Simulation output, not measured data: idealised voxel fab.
Process module, titled voxel double patterning
Cross-sectional view cut (width: 295 nm; square cell size: 5 nm).
A cross-section is a grid of square cells, given in bands from the top down. A band is one or more rows of cells. First you get the band's top height and its bottom height, in nm, and then the materials it's made of, left to right, with each width in nm. If you see a single material with "edge to edge", that one covers the band edge to edge. "blank" is empty space. Heights are measured from 0, the level below which the as-received wafer is all one material; the lowest band has no bottom and continues downward, written as in "0 nm and below". Quick explanation for "30..40": the width changes in equal steps down the rows of cells, from the first number in the band's top row to the second number in its bottom row. When a step is marked "nothing different", none of the cells in the cross-section changed during that step. Any empty space of 8 cells or more lacking an open way to the top shows up in "Cavities, closed" as width x height at distance, distance from the left edge, in nm. On a step's line, text after the settings is the simulator commenting on that step. If you see "overlay nm" on a step's line and that step has a mask, it's telling you how far right of where it was planned the mask ended up; a negative number means it went left instead.

PROCESS STEPS - PLAN
| 1 | RECEIVE [material Si] |
| 2 | CONFORMAL_DEP [material SiN] [thk nm 5] |
| 3 | DIRECTIONAL_DEP [material SiO2] [thk nm 10] |
| 4 | DIRECTIONAL_DEP [material SiCN] [thk nm 10] |
| 5 | MASKED_ETCH [tone open] [mask id FIRST] [width nm 15] [pitch nm 50] [etch materials SiCN] [depth nm 10] [overlay nm 0] |
| 6 | PATTERN [tone open] [mask id SECOND] [material resist] [width nm 15] [thk nm 15] [overlay nm 0] |
| 7 | DIRECTIONAL_ETCH [etch materials SiCN] [depth nm 10] |
| 8 | STRIP [etch materials resist] |
| 9 | DIRECTIONAL_ETCH [etch materials SiO2] [depth nm 10] |
| 10 | STRIP [etch materials SiCN] |

SO THIS IS THE INCOMING WAFER IN CROSS-SECTION - IT'S ALREADY BEEN THROUGH STEP 1
> 0 nm and below = Si edge to edge
> Cavities, closed: none

CROSS-SECTION TAKEN AT MODULE COMPLETION ON THE FIRST OF TWO WAFERS; PROCESSED PER THE PLAN
> 15 nm to 5 nm = 115 of SiO2  15 of blank  10 of SiO2  15 of blank  10 of SiO2  15 of blank  115 of SiO2
> 5 nm to 0 nm = SiN edge to edge
> 0 nm and below = Si edge to edge
> Cavities, closed: none

CROSS-SECTIONAL VIEW OF THE SECOND OF TWO WAFERS UPON COMPLETION OF THE MODULE. THIS WAFER SHARED ITS STARTING CONDITION AND PROCESS PLAN WITH THE FIRST; ONE ERROR WAS MADE DURING ITS EXECUTION
> 15 nm to 5 nm = 110 of SiO2  25 of blank  5 of SiO2  15 of blank  5 of SiO2  25 of blank  110 of SiO2
> 5 nm to 0 nm = SiN edge to edge
> 0 nm and below = Si edge to edge
> Cavities, closed: none
Short version of what went wrong: heads up, step 5 didn't go per plan, it actually ran as MASKED_ETCH [tone open] [mask id FIRST] [width nm 25] [pitch nm 50] [etch materials SiCN] [depth nm 10] [overlay nm 0]
Wrapping up, a cell-based count of both wafers puts the second over or under the first for these materials: SiO2: 8 fewer
